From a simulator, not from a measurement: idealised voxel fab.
The following process module bears the name voxel capacitor over wiring.
220 nm wide, 5 nm square cells: that's cross-section cut.
We lay out every cross-section as a grid of square cells and spell it out in bands from the top down, where one band means one or more rows of cells. In this notation a band is specified by the heights of its top and bottom, in that order and in nm, after which its materials appear from left to right, each paired with its width in nm. The word "full width" attached to a single material means that material fills the band from edge to edge; the word "blank" stands for empty space. Height is counted from the level 0, under which the received wafer is composed throughout of one material. The lowest of the bands is not closed at the bottom but continues downward, in the notation "0 down". Width: "30 to 40" (first number = top row, second number = bottom row, same change from row to row of cells). "no modification", as given for a step, is the statement that not any cell of the cross-section underwent a change during that step. Look at "Enclosed void listing" for the closed voids: empty spaces with no open path to the top, sized 8 cells or up. Each is width x height at distance, distance from the left edge, all nm. Text after the settings on a step's line: the simulator's own remark on that step. If you see "overlay nm" on a step's line and that step has a mask, it's telling you how far right of where it was planned the mask ended up; a negative number means it went left instead.

The steps planned for the process are as follows
- 1: op RECEIVE | material Si
- 2: op CONFORMAL_DEP | material SiO2 | thk nm 10
- 3: op CONFORMAL_DEP | material SiN | thk nm 5
- 4: op DIRECTIONAL_DEP | material lowk | thk nm 15
- 5: op PATTERN | tone open | mask id METAL_1 | material resist | width nm 20 | pitch nm 70 | thk nm 15 | overlay nm 0
- 6: op DIRECTIONAL_ETCH | etch materials lowk | depth nm 15
- 7: op DIRECTIONAL_ETCH | etch materials SiN | depth nm 5
- 8: op STRIP | etch materials resist
- 9: op CONFORMAL_DEP | material TiN | thk nm 5
- 10: op FILL_DEP | material Cu | thk nm 10
- 11: op CMP | height nm 30
- 12: op CONFORMAL_DEP | material SiCN | thk nm 5
- 13: op DIRECTIONAL_DEP | material lowk | thk nm 20
- 14: op DIRECTIONAL_DEP | material aC | thk nm 10
- 15: op PATTERN | tone open | mask id PLUG_1 | material resist | width nm 15 | thk nm 30 | overlay nm 0
- 16: op DIRECTIONAL_ETCH | etch materials aC | depth nm 10
- 17: op STRIP | etch materials resist
- 18: op DIRECTIONAL_ETCH | etch materials lowk | depth nm 20
- 19: op DIRECTIONAL_ETCH | etch materials SiCN | depth nm 5
- 20: op STRIP | etch materials aC
- 21: op EPI | material Ru | thk nm 10
- 22: op EPI | material Ru | thk nm 10
- 23: op EPI | material Ru | thk nm 5
- 24: op DIRECTIONAL_DEP | material TiN | thk nm 10
- 25: op DIRECTIONAL_DEP | material SiN | thk nm 5
- 26: op DIRECTIONAL_DEP | material TiN | thk nm 10
- 27: op PATTERN | tone cover | mask id UPPER_PLATE | material resist | width nm 55 | thk nm 15 | overlay nm 0
- 28: op DIRECTIONAL_ETCH | etch materials TiN | depth nm 10
- 29: op DIRECTIONAL_ETCH | etch materials SiN | depth nm 5
- 30: op STRIP | etch materials resist
- 31: op MASKED_ETCH | tone cover | mask id LOWER_PLATE | width nm 65 | etch materials TiN | depth nm 10 | overlay nm 0
- 32: op FILL_DEP | material SiO2 | thk nm 15
- 33: op CMP | height nm 90
- 34: op DIRECTIONAL_DEP | material aC | thk nm 15
- 35: op PATTERN | tone open | mask id PLUG_2 | material resist | width nm 15 | thk nm 30 | overlay nm 0
- 36: op DIRECTIONAL_ETCH | etch materials aC | depth nm 15
- 37: op STRIP | etch materials resist
- 38: op DIRECTIONAL_ETCH | etch materials SiO2 | depth nm 10
- 39: op STRIP | etch materials aC
- 40: op CONFORMAL_DEP | material TiN | thk nm 5
- 41: op FILL_DEP | material Cu | thk nm 5
- 42: op CMP | height nm 90
- 43: op CONFORMAL_DEP | material SiCN | thk nm 5

Wafer, first of two, run as planned

Cross-sectional view of the wafer in its as-received condition, corresponding to the state after step 1
    0 down | Si full width
    Enclosed void listing: none

After step 2, in cross-section
    10 to 0 | SiO2 full width
    For the remainder of the cross-section, below 0, there is no change.

After step 3, in cross-section
    15 to 10 | SiN full width
    For the remainder of the cross-section, below 10, there is no change.

After step 4, in cross-section
    30 to 15 | lowk full width
    For the remainder of the cross-section, below 15, there is no change.

After step 5, in cross-section
    45 to 30 | resist (65); blank (20); resist (50); blank (20); resist (65)
    For the remainder of the cross-section, below 30, there is no change.

After step 6, in cross-section
    45 to 30 | resist (65); blank (20); resist (50); blank (20); resist (65)
    30 to 15 | lowk (65); blank (20); lowk (50); blank (20); lowk (65)
    For the remainder of the cross-section, below 15, there is no change.

After step 7, in cross-section
    45 to 30 | resist (65); blank (20); resist (50); blank (20); resist (65)
    30 to 15 | lowk (65); blank (20); lowk (50); blank (20); lowk (65)
    15 to 10 | SiN (65); blank (20); SiN (50); blank (20); SiN (65)
    For the remainder of the cross-section, below 10, there is no change.

After step 8, in cross-section
    30 to 15 | lowk (65); blank (20); lowk (50); blank (20); lowk (65)
    For the remainder of the cross-section, below 15, there is no change.

After step 9, in cross-section
    35 to 30 | TiN (70); blank (10); TiN (60); blank (10); TiN (70)
    30 to 15 | lowk (65); TiN (5); blank (10); TiN (5); lowk (50); TiN (5); blank (10); TiN (5); lowk (65)
    15 to 10 | SiN (65); TiN (20); SiN (50); TiN (20); SiN (65)
    For the remainder of the cross-section, below 10, there is no change.

After step 10, in cross-section
    45 to 35 | Cu full width
    35 to 30 | TiN (70); Cu (10); TiN (60); Cu (10); TiN (70)
    30 to 15 | lowk (65); TiN (5); Cu (10); TiN (5); lowk (50); TiN (5); Cu (10); TiN (5); lowk (65)
    For the remainder of the cross-section, below 15, there is no change.

After step 11, in cross-section
    30 to 15 | lowk (65); TiN (5); Cu (10); TiN (5); lowk (50); TiN (5); Cu (10); TiN (5); lowk (65)
    For the remainder of the cross-section, below 15, there is no change.

After step 12, in cross-section
    35 to 30 | SiCN full width
    For the remainder of the cross-section, below 30, there is no change.

After step 13, in cross-section
    55 to 35 | lowk full width
    For the remainder of the cross-section, below 35, there is no change.

After step 14, in cross-section
    65 to 55 | aC full width
    For the remainder of the cross-section, below 55, there is no change.

After step 15, in cross-section
    95 to 65 | resist (70); blank (15); resist (135)
    For the remainder of the cross-section, below 65, there is no change.

After step 16, in cross-section
    85 to 65 | resist (70); blank (15); resist (135)
    65 to 55 | aC (70); blank (15); aC (135)
    For the remainder of the cross-section, below 55, there is no change.

After step 17, in cross-section
    65 to 55 | aC (70); blank (15); aC (135)
    For the remainder of the cross-section, below 55, there is no change.

After step 18, in cross-section
    65 to 55 | aC (70); blank (15); aC (135)
    55 to 35 | lowk (70); blank (15); lowk (135)
    For the remainder of the cross-section, below 35, there is no change.

After step 19, in cross-section
    65 to 55 | aC (70); blank (15); aC (135)
    55 to 35 | lowk (70); blank (15); lowk (135)
    35 to 30 | SiCN (70); blank (15); SiCN (135)
    For the remainder of the cross-section, below 30, there is no change.

After step 20, in cross-section
    55 to 35 | lowk (70); blank (15); lowk (135)
    For the remainder of the cross-section, below 35, there is no change.

After step 21, in cross-section
    55 to 40 | lowk (70); blank (15); lowk (135)
    40 to 35 | lowk (70); Ru (15); lowk (135)
    35 to 30 | SiCN (70); Ru (15); SiCN (135)
    For the remainder of the cross-section, below 30, there is no change.

After step 22, in cross-section
    55 to 50 | lowk (70); blank (15); lowk (135)
    50 to 35 | lowk (70); Ru (15); lowk (135)
    For the remainder of the cross-section, below 35, there is no change.

After step 23, in cross-section
    55 to 35 | lowk (70); Ru (15); lowk (135)
    For the remainder of the cross-section, below 35, there is no change.

After step 24, in cross-section
    65 to 55 | TiN full width
    For the remainder of the cross-section, below 55, there is no change.

After step 25, in cross-section
    70 to 65 | SiN full width
    For the remainder of the cross-section, below 65, there is no change.

After step 26, in cross-section
    80 to 70 | TiN full width
    For the remainder of the cross-section, below 70, there is no change.

After step 27, in cross-section
    95 to 80 | blank (70); resist (55); blank (95)
    For the remainder of the cross-section, below 80, there is no change.

After step 28, in cross-section
    95 to 80 | blank (70); resist (55); blank (95)
    80 to 70 | blank (70); TiN (55); blank (95)
    For the remainder of the cross-section, below 70, there is no change.

After step 29, in cross-section
    95 to 80 | blank (70); resist (55); blank (95)
    80 to 70 | blank (70); TiN (55); blank (95)
    70 to 65 | blank (70); SiN (55); blank (95)
    For the remainder of the cross-section, below 65, there is no change.

After step 30, in cross-section
    80 to 70 | blank (70); TiN (55); blank (95)
    For the remainder of the cross-section, below 70, there is no change.

After step 31, in cross-section
    80 to 70 | blank (70); TiN (55); blank (95)
    70 to 65 | blank (70); SiN (55); blank (95)
    65 to 55 | blank (65); TiN (65); blank (90)
    For the remainder of the cross-section, below 55, there is no change.

After step 32, in cross-section
    95 to 80 | SiO2 full width
    80 to 70 | SiO2 (70); TiN (55); SiO2 (95)
    70 to 65 | SiO2 (70); SiN (55); SiO2 (95)
    65 to 55 | SiO2 (65); TiN (65); SiO2 (90)
    For the remainder of the cross-section, below 55, there is no change.

After step 33, in cross-section
    90 to 80 | SiO2 full width
    For the remainder of the cross-section, below 80, there is no change.

After step 34, in cross-section
    105 to 90 | aC full width
    For the remainder of the cross-section, below 90, there is no change.

After step 35, in cross-section
    135 to 105 | resist (80); blank (15); resist (125)
    For the remainder of the cross-section, below 105, there is no change.

After step 36, in cross-section
    120 to 105 | resist (80); blank (15); resist (125)
    105 to 90 | aC (80); blank (15); aC (125)
    For the remainder of the cross-section, below 90, there is no change.

After step 37, in cross-section
    105 to 90 | aC (80); blank (15); aC (125)
    For the remainder of the cross-section, below 90, there is no change.

After step 38, in cross-section
    105 to 90 | aC (80); blank (15); aC (125)
    90 to 80 | SiO2 (80); blank (15); SiO2 (125)
    For the remainder of the cross-section, below 80, there is no change.

After step 39, in cross-section
    90 to 80 | SiO2 (80); blank (15); SiO2 (125)
    For the remainder of the cross-section, below 80, there is no change.

After step 40, in cross-section
    95 to 90 | TiN (85); blank (5); TiN (130)
    90 to 85 | SiO2 (80); TiN (5); blank (5); TiN (5); SiO2 (125)
    85 to 80 | SiO2 (80); TiN (15); SiO2 (125)
    For the remainder of the cross-section, below 80, there is no change.

After step 41, in cross-section
    100 to 95 | Cu full width
    95 to 90 | TiN (85); Cu (5); TiN (130)
    90 to 85 | SiO2 (80); TiN (5); Cu (5); TiN (5); SiO2 (125)
    For the remainder of the cross-section, below 85, there is no change.

After step 42, in cross-section
    90 to 85 | SiO2 (80); TiN (5); Cu (5); TiN (5); SiO2 (125)
    For the remainder of the cross-section, below 85, there is no change.

After step 43, in cross-section
    95 to 90 | SiCN full width
    For the remainder of the cross-section, below 90, there is no change.

Notes, second wafer: start = first wafer's, plan = first wafer's, execution had one mistake; history identical to first through step 14

Cross-section, second wafer, at the end time the plan gives for step 15
    95 to 65 | blank (70); resist (15); blank (135)
    For the remainder of the cross-section, below 65, there is no change.

Cross-section, second wafer, at the end time the plan gives for step 16
    85 to 65 | blank (70); resist (15); blank (135)
    65 to 55 | blank (70); aC (15); blank (135)
    For the remainder of the cross-section, below 55, there is no change.

Cross-section, second wafer, at the end time the plan gives for step 17
    65 to 55 | blank (70); aC (15); blank (135)
    For the remainder of the cross-section, below 55, there is no change.

Cross-section, second wafer, at the end time the plan gives for step 18
    65 to 55 | blank (70); aC (15); blank (135)
    55 to 35 | blank (70); lowk (15); blank (135)
    For the remainder of the cross-section, below 35, there is no change.

Cross-section, second wafer, at the end time the plan gives for step 19
    65 to 55 | blank (70); aC (15); blank (135)
    55 to 35 | blank (70); lowk (15); blank (135)
    35 to 30 | blank (70); SiCN (15); blank (135)
    For the remainder of the cross-section, below 30, there is no change.

Cross-section, second wafer, at the end time the plan gives for step 20
    55 to 35 | blank (70); lowk (15); blank (135)
    For the remainder of the cross-section, below 35, there is no change.

Cross-section, second wafer, at the end time the plan gives for step 21
    55 to 40 | blank (70); lowk (15); blank (135)
    40 to 35 | blank (55); Ru (15); lowk (15); blank (40); Ru (40); blank (55)
    35 to 30 | blank (55); Ru (15); SiCN (15); blank (40); Ru (40); blank (55)
    For the remainder of the cross-section, below 30, there is no change.

Cross-section, second wafer, at the end time the plan gives for step 22
    55 to 50 | blank (70); lowk (15); blank (135)
    50 to 35 | blank (45); Ru (25); lowk (15); blank (30); Ru (60); blank (45)
    35 to 30 | blank (45); Ru (25); SiCN (15); blank (30); Ru (60); blank (45)
    For the remainder of the cross-section, below 30, there is no change.

Cross-section, second wafer, at the end time the plan gives for step 23
    55 to 35 | blank (40); Ru (30); lowk (15); blank (25); Ru (70); blank (40)
    35 to 30 | blank (40); Ru (30); SiCN (15); blank (25); Ru (70); blank (40)
    For the remainder of the cross-section, below 30, there is no change.

Cross-section, second wafer, at the end time the plan gives for step 24
    65 to 55 | blank (40); TiN (45); blank (25); TiN (70); blank (40)
    55 to 40 | blank (40); Ru (30); lowk (15); blank (25); Ru (70); blank (40)
    40 to 35 | TiN (40); Ru (30); lowk (15); TiN (25); Ru (70); TiN (40)
    35 to 30 | TiN (40); Ru (30); SiCN (15); TiN (25); Ru (70); TiN (40)
    For the remainder of the cross-section, below 30, there is no change.

Cross-section, second wafer, at the end time the plan gives for step 25
    70 to 65 | blank (40); SiN (45); blank (25); SiN (70); blank (40)
    65 to 55 | blank (40); TiN (45); blank (25); TiN (70); blank (40)
    55 to 45 | blank (40); Ru (30); lowk (15); blank (25); Ru (70); blank (40)
    45 to 40 | SiN (40); Ru (30); lowk (15); SiN (25); Ru (70); SiN (40)
    For the remainder of the cross-section, below 40, there is no change.

Cross-section, second wafer, at the end time the plan gives for step 26
    80 to 70 | blank (40); TiN (45); blank (25); TiN (70); blank (40)
    70 to 65 | blank (40); SiN (45); blank (25); SiN (70); blank (40)
    65 to 55 | blank (40); TiN (45); blank (25); TiN (70); blank (40)
    55 to 45 | TiN (40); Ru (30); lowk (15); TiN (25); Ru (70); TiN (40)
    For the remainder of the cross-section, below 45, there is no change.

Cross-section, second wafer, at the end time the plan gives for step 27
    95 to 80 | blank (70); resist (55); blank (95)
    80 to 70 | blank (40); TiN (45); resist (25); TiN (70); blank (40)
    70 to 65 | blank (40); SiN (45); resist (25); SiN (70); blank (40)
    65 to 55 | blank (40); TiN (45); resist (25); TiN (70); blank (40)
    For the remainder of the cross-section, below 55, there is no change.

Cross-section, second wafer, at the end time the plan gives for step 28
    95 to 80 | blank (70); resist (55); blank (95)
    80 to 70 | blank (70); TiN (15); resist (25); TiN (15); blank (95)
    70 to 65 | blank (40); SiN (45); resist (25); SiN (70); blank (40)
    65 to 55 | blank (40); TiN (45); resist (25); TiN (70); blank (40)
    55 to 45 | blank (40); Ru (30); lowk (15); TiN (25); Ru (70); blank (40)
    For the remainder of the cross-section, below 45, there is no change.

Cross-section, second wafer, at the end time the plan gives for step 29
    95 to 80 | blank (70); resist (55); blank (95)
    80 to 70 | blank (70); TiN (15); resist (25); TiN (15); blank (95)
    70 to 65 | blank (70); SiN (15); resist (25); SiN (15); blank (95)
    65 to 55 | blank (40); TiN (45); resist (25); TiN (70); blank (40)
    55 to 45 | blank (40); Ru (30); lowk (15); TiN (25); Ru (70); blank (40)
    45 to 40 | blank (40); Ru (30); lowk (15); SiN (25); Ru (70); blank (40)
    For the remainder of the cross-section, below 40, there is no change.

Cross-section, second wafer, at the end time the plan gives for step 30
    80 to 70 | blank (70); TiN (15); blank (25); TiN (15); blank (95)
    70 to 65 | blank (70); SiN (15); blank (25); SiN (15); blank (95)
    65 to 55 | blank (40); TiN (45); blank (25); TiN (70); blank (40)
    For the remainder of the cross-section, below 55, there is no change.

Cross-section, second wafer, at the end time the plan gives for step 31
    80 to 70 | blank (70); TiN (15); blank (25); TiN (15); blank (95)
    70 to 65 | blank (70); SiN (15); blank (25); SiN (15); blank (95)
    65 to 55 | blank (65); TiN (20); blank (25); TiN (20); blank (90)
    55 to 45 | blank (40); Ru (30); lowk (15); TiN (25); Ru (70); blank (40)
    45 to 40 | blank (40); Ru (30); lowk (15); SiN (25); Ru (70); blank (40)
    40 to 35 | blank (40); Ru (30); lowk (15); TiN (25); Ru (70); blank (40)
    35 to 30 | blank (40); Ru (30); SiCN (15); TiN (25); Ru (70); blank (40)
    For the remainder of the cross-section, below 30, there is no change.

Cross-section, second wafer, at the end time the plan gives for step 32
    95 to 80 | SiO2 full width
    80 to 70 | SiO2 (70); TiN (15); SiO2 (25); TiN (15); SiO2 (95)
    70 to 65 | SiO2 (70); SiN (15); SiO2 (25); SiN (15); SiO2 (95)
    65 to 55 | SiO2 (65); TiN (20); SiO2 (25); TiN (20); SiO2 (90)
    55 to 45 | SiO2 (40); Ru (30); lowk (15); TiN (25); Ru (70); SiO2 (40)
    45 to 40 | SiO2 (40); Ru (30); lowk (15); SiN (25); Ru (70); SiO2 (40)
    40 to 35 | SiO2 (40); Ru (30); lowk (15); TiN (25); Ru (70); SiO2 (40)
    35 to 30 | SiO2 (40); Ru (30); SiCN (15); TiN (25); Ru (70); SiO2 (40)
    For the remainder of the cross-section, below 30, there is no change.

Cross-section, second wafer, at the end time the plan gives for step 33
    90 to 80 | SiO2 full width
    For the remainder of the cross-section, below 80, there is no change.

Cross-section, second wafer, at the end time the plan gives for step 34
    105 to 90 | aC full width
    For the remainder of the cross-section, below 90, there is no change.

Cross-section, second wafer, at the end time the plan gives for step 35
    135 to 105 | resist (80); blank (15); resist (125)
    For the remainder of the cross-section, below 105, there is no change.

Cross-section, second wafer, at the end time the plan gives for step 36
    120 to 105 | resist (80); blank (15); resist (125)
    105 to 90 | aC (80); blank (15); aC (125)
    For the remainder of the cross-section, below 90, there is no change.

Cross-section, second wafer, at the end time the plan gives for step 37
    105 to 90 | aC (80); blank (15); aC (125)
    For the remainder of the cross-section, below 90, there is no change.

Cross-section, second wafer, at the end time the plan gives for step 38
    105 to 90 | aC (80); blank (15); aC (125)
    90 to 80 | SiO2 (80); blank (15); SiO2 (125)
    For the remainder of the cross-section, below 80, there is no change.

Cross-section, second wafer, at the end time the plan gives for step 39
    90 to 80 | SiO2 (80); blank (15); SiO2 (125)
    For the remainder of the cross-section, below 80, there is no change.

Cross-section, second wafer, at the end time the plan gives for step 40
    95 to 90 | TiN (85); blank (5); TiN (130)
    90 to 85 | SiO2 (80); TiN (5); blank (5); TiN (5); SiO2 (125)
    85 to 80 | SiO2 (80); TiN (15); SiO2 (125)
    For the remainder of the cross-section, below 80, there is no change.

Cross-section, second wafer, at the end time the plan gives for step 41
    100 to 95 | Cu full width
    95 to 90 | TiN (85); Cu (5); TiN (130)
    90 to 85 | SiO2 (80); TiN (5); Cu (5); TiN (5); SiO2 (125)
    For the remainder of the cross-section, below 85, there is no change.

Cross-section, second wafer, at the end time the plan gives for step 42
    90 to 85 | SiO2 (80); TiN (5); Cu (5); TiN (5); SiO2 (125)
    For the remainder of the cross-section, below 85, there is no change.

Cross-section, second wafer, at the end time the plan gives for step 43
    95 to 90 | SiCN full width
    For the remainder of the cross-section, below 90, there is no change.
The plan and the run diverged here: step 15, actual vs plan mismatch, actual run op PATTERN | tone cover | mask id PLUG_1 | material resist | width nm 15 | thk nm 30 | overlay nm 0
Counted in cells at the end, the second wafer holds more or fewer of these materials than the first: Ru +85; SiCN -38; SiO2 +105; lowk -152
